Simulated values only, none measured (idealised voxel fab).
You're looking at the process module voxel ribs on slabs.
Cross-section cut: width 270 nm, square cells of 5 nm.
How to read a cross-section here: the picture is a grid of square cells, written as bands going from the top down, and any band can span one or more rows of cells. Heads up on the band format: heights come first, top then bottom, in nm. After that it's the materials left to right, each with its width in nm. A single material flagged "throughout" fills the whole band edge to edge, and "air" means there's empty space there. It should be noted that heights are counted from 0, beneath which the wafer as supplied is of one material throughout, and that the lowest band possesses no lower boundary but continues downward, as written in "0 nm and below". Width spec "30 to 40" -> top row of cells at first value, bottom row at second value, equal per-row change in between. Step marked "nothing changed"? Then no cell in the cross-section changed in it. So "Enclosed cavities" is basically the list of trapped voids: any empty space of 8 cells or more that can't reach the top through an opening. They're written width x height at distance, the distance being from the left edge, and it's all nm. Step line, after settings: the simulator's comment on this step. The line of a step may include "overlay nm". On a step with a mask, this value is how far to the right of its planned place the mask lay. A negative value means the mask lay to the left.

Set out below are the planned steps of the process:
1: RECEIVE [material Si]
2: DIRECTIONAL_DEP [material SiO2] [thk nm 20]
3: DIRECTIONAL_DEP [material polySi] [thk nm 5]
4: MASKED_ETCH [tone cover] [mask id RIB] [width nm 20] [etch materials polySi] [depth nm 5] [overlay nm 0]
5: DIRECTIONAL_DEP [material aC] [thk nm 10]
6: PATTERN [tone cover] [mask id SLAB] [material resist] [width nm 50] [thk nm 25] [overlay nm 0]
7: DIRECTIONAL_ETCH [etch materials aC] [depth nm 10]
8: STRIP [etch materials resist]
9: DIRECTIONAL_ETCH [etch materials polySi] [depth nm 10]
10: STRIP [etch materials aC]
11: FILL_DEP [material SiO2] [thk nm 25]
12: CMP [height nm 50]
13: DIRECTIONAL_DEP [material W] [thk nm 5]
14: DIRECTIONAL_DEP [material aC] [thk nm 10]
15: PATTERN [tone cover] [mask id HEATER] [material resist] [width nm 30] [thk nm 30] [overlay nm 0]
16: DIRECTIONAL_ETCH [etch materials aC] [depth nm 10]
17: STRIP [etch materials resist]
18: DIRECTIONAL_ETCH [etch materials W] [depth nm 5]
19: STRIP [etch materials aC]
20: CONFORMAL_DEP [material SiN] [thk nm 10]
varied across the wafers: thk nm of step 3. The plan shows the first wafer's value. All wafers start alike

The first of several wafers in cross-section, exactly as it reached us after step 1:
  0 nm and below = Si throughout
  Enclosed cavities: none

Module end state after final step 20: cross-section of the first of several wafers:
  65 nm to 60 nm = 110 nm air / 50 nm SiN / 110 nm air
  60 nm to 55 nm = SiN throughout
  55 nm to 50 nm = 120 nm SiN / 30 nm W / 120 nm SiN
  50 nm to 25 nm = SiO2 throughout
  25 nm to 20 nm = 125 nm SiO2 / 20 nm polySi / 125 nm SiO2
  20 nm to 0 nm = SiO2 throughout
  0 nm and below = Si throughout
  Enclosed cavities: none

Cross-sectional view of the final wafer of several at the module's end:
  65 nm to 60 nm = 110 nm air / 50 nm SiN / 110 nm air
  60 nm to 55 nm = SiN throughout
  55 nm to 50 nm = 120 nm SiN / 30 nm W / 120 nm SiN
  50 nm to 45 nm = 125 nm SiO2 / 20 nm polySi / 125 nm SiO2
  45 nm to 35 nm = 110 nm SiO2 / 50 nm polySi / 110 nm SiO2
  35 nm to 20 nm = polySi throughout
  20 nm to 0 nm = SiO2 throughout
  0 nm and below = Si throughout
  Enclosed cavities: none

Each wafer at the end: cells of each material gained (+) or lost (-) since it was received, then its closed voids:
thk nm 5; +112 SiN; +536 SiO2; +6 W; +4 polySi; Enclosed cavities: none
thk nm 10; +112 SiN; +526 SiO2; +6 W; +14 polySi; Enclosed cavities: none
thk nm 15; +112 SiN; +516 SiO2; +6 W; +24 polySi; Enclosed cavities: none
thk nm 20; +112 SiN; +462 SiO2; +6 W; +78 polySi; Enclosed cavities: none
thk nm 25; +112 SiN; +408 SiO2; +6 W; +132 polySi; Enclosed cavities: none
thk nm 30; +112 SiN; +354 SiO2; +6 W; +186 polySi; Enclosed cavities: none
